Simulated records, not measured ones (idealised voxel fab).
A process module follows: voxel self aligned vias.
Section shown: cut. Width: 210 nm. Cell size: 5 nm, square.
Heads up, the way a cross-section reads in here is a grid of square cells, handed over as bands from the top down, with every band being one or more rows of cells. First you get the band's top height and its bottom height, in nm, and then the materials it's made of, left to right, with each width in nm. If you see a single material with "everywhere", that one covers the band edge to edge. "blank" is empty space. We count height from 0. Below that, the starting wafer is all one material. The lowest band never ends at the bottom but goes on down; see "0 nm and below" for how that is written. Quick explanation for "30->40": the width changes in equal steps down the rows of cells, from the first number in the band's top row to the second number in its bottom row. "stayed the same", as given for a step, is the statement that not any cell of the cross-section underwent a change during that step. Under "Fully enclosed voids" you'll find the enclosed gaps, the ones with no way out to the top, that are 8 cells or bigger; each reads width x height at distance, with distance counted from the left edge, everything in nm. Read whatever lies past the settings on a step's line as the simulator's own remark about the step. "overlay nm" on a masked step: distance the mask lay right of its planned place, negative for left.
LISTED BELOW ARE THE PROCESS STEPS AS PLANNED
| 1 | RECEIVE (material Si) |
| 2 | CONFORMAL_DEP (material SiO2; thk nm 15) |
| 3 | CONFORMAL_DEP (material SiCN; thk nm 5) |
| 4 | DIRECTIONAL_DEP (material lowk; thk nm 25) |
| 5 | DIRECTIONAL_DEP (material aC; thk nm 15) |
| 6 | PATTERN (tone open; mask id LINES; material resist; width nm 20; pitch nm 50; thk nm 35; overlay nm 0) |
| 7 | DIRECTIONAL_ETCH (etch materials aC; depth nm 15) |
| 8 | STRIP (etch materials resist) |
| 9 | DIRECTIONAL_ETCH (etch materials lowk; depth nm 25) |
| 10 | STRIP (etch materials aC) |
| 11 | CONFORMAL_DEP (material TiN; thk nm 5) |
| 12 | FILL_DEP (material W; thk nm 5) |
| 13 | CMP (height nm 45) |
| 14 | SELECTIVE_ETCH (etch materials W Ru TiN; depth nm 5) |
| 15 | FILL_DEP (material SiN; thk nm 10) |
| 16 | CMP (height nm 45) |
| 17 | DIRECTIONAL_DEP (material lowk; thk nm 20) |
| 18 | PATTERN (tone open; mask id VIAS; material resist; width nm 30; thk nm 15; overlay nm 0) |
| 19 | DIRECTIONAL_ETCH (etch materials lowk; depth nm 20) |
| 20 | DIRECTIONAL_ETCH (etch materials SiN; depth nm 5) |
| 21 | STRIP (etch materials resist) |
| 22 | CONFORMAL_DEP (material TiN; thk nm 5) |
| 23 | FILL_DEP (material Ru; thk nm 10) |
| 24 | CMP (height nm 65) |
| 25 | CONFORMAL_DEP (material SiCN; thk nm 5) |
INCOMING WAFER, CROSS-SECTIONAL VIEW, POST STEP 1
> 0 nm and below | Si everywhere
> Fully enclosed voids: none
THE FIRST OF THE TWO WAFERS AS SEEN IN CROSS-SECTION ONCE THE MODULE WAS FINISHED; PROCESSING FOLLOWED THE PLAN
> 70 nm to 65 nm | SiCN everywhere
> 65 nm to 50 nm | lowk 65 nm; TiN 5 nm; Ru 20 nm; TiN 5 nm; lowk 115 nm
> 50 nm to 45 nm | lowk 65 nm; TiN 10 nm; Ru 10 nm; TiN 10 nm; lowk 115 nm
> 45 nm to 40 nm | lowk 70 nm; TiN 20 nm; lowk 30 nm; SiN 20 nm; lowk 70 nm
> 40 nm to 25 nm | lowk 70 nm; TiN 5 nm; W 10 nm; TiN 5 nm; lowk 30 nm; TiN 5 nm; W 10 nm; TiN 5 nm; lowk 70 nm
> 25 nm to 20 nm | lowk 70 nm; TiN 20 nm; lowk 30 nm; TiN 20 nm; lowk 70 nm
> 20 nm to 15 nm | SiCN everywhere
> 15 nm to 0 nm | SiO2 everywhere
> 0 nm and below | Si everywhere
> Fully enclosed voids: none
THIS IS THE SECOND OF THE TWO WAFERS, CROSS-SECTIONED AT THE END OF THE MODULE; IT STARTED EXACTLY LIKE THE FIRST AND WAS GIVEN THE SAME PLAN, BUT IT WAS RUN WITH ONE MISTAKE
> 70 nm to 65 nm | SiCN everywhere
> 65 nm to 50 nm | lowk 60 nm; TiN 5 nm; Ru 20 nm; TiN 5 nm; lowk 120 nm
> 50 nm to 45 nm | lowk 60 nm; TiN 15 nm; Ru 10 nm; TiN 5 nm; lowk 120 nm
> 45 nm to 40 nm | lowk 70 nm; TiN 20 nm; lowk 30 nm; SiN 20 nm; lowk 70 nm
> 40 nm to 25 nm | lowk 70 nm; TiN 5 nm; W 10 nm; TiN 5 nm; lowk 30 nm; TiN 5 nm; W 10 nm; TiN 5 nm; lowk 70 nm
> 25 nm to 20 nm | lowk 70 nm; TiN 20 nm; lowk 30 nm; TiN 20 nm; lowk 70 nm
> 20 nm to 15 nm | SiCN everywhere
> 15 nm to 0 nm | SiO2 everywhere
> 0 nm and below | Si everywhere
> Fully enclosed voids: none
Nonconformance to the process plan: step 18 was run on a setting that differed from the plan, and what really ran there is PATTERN (tone open; mask id VIAS; material resist; width nm 30; thk nm 15; overlay nm -5)
Cell counts per material: same on both final wafers. Positions: different.
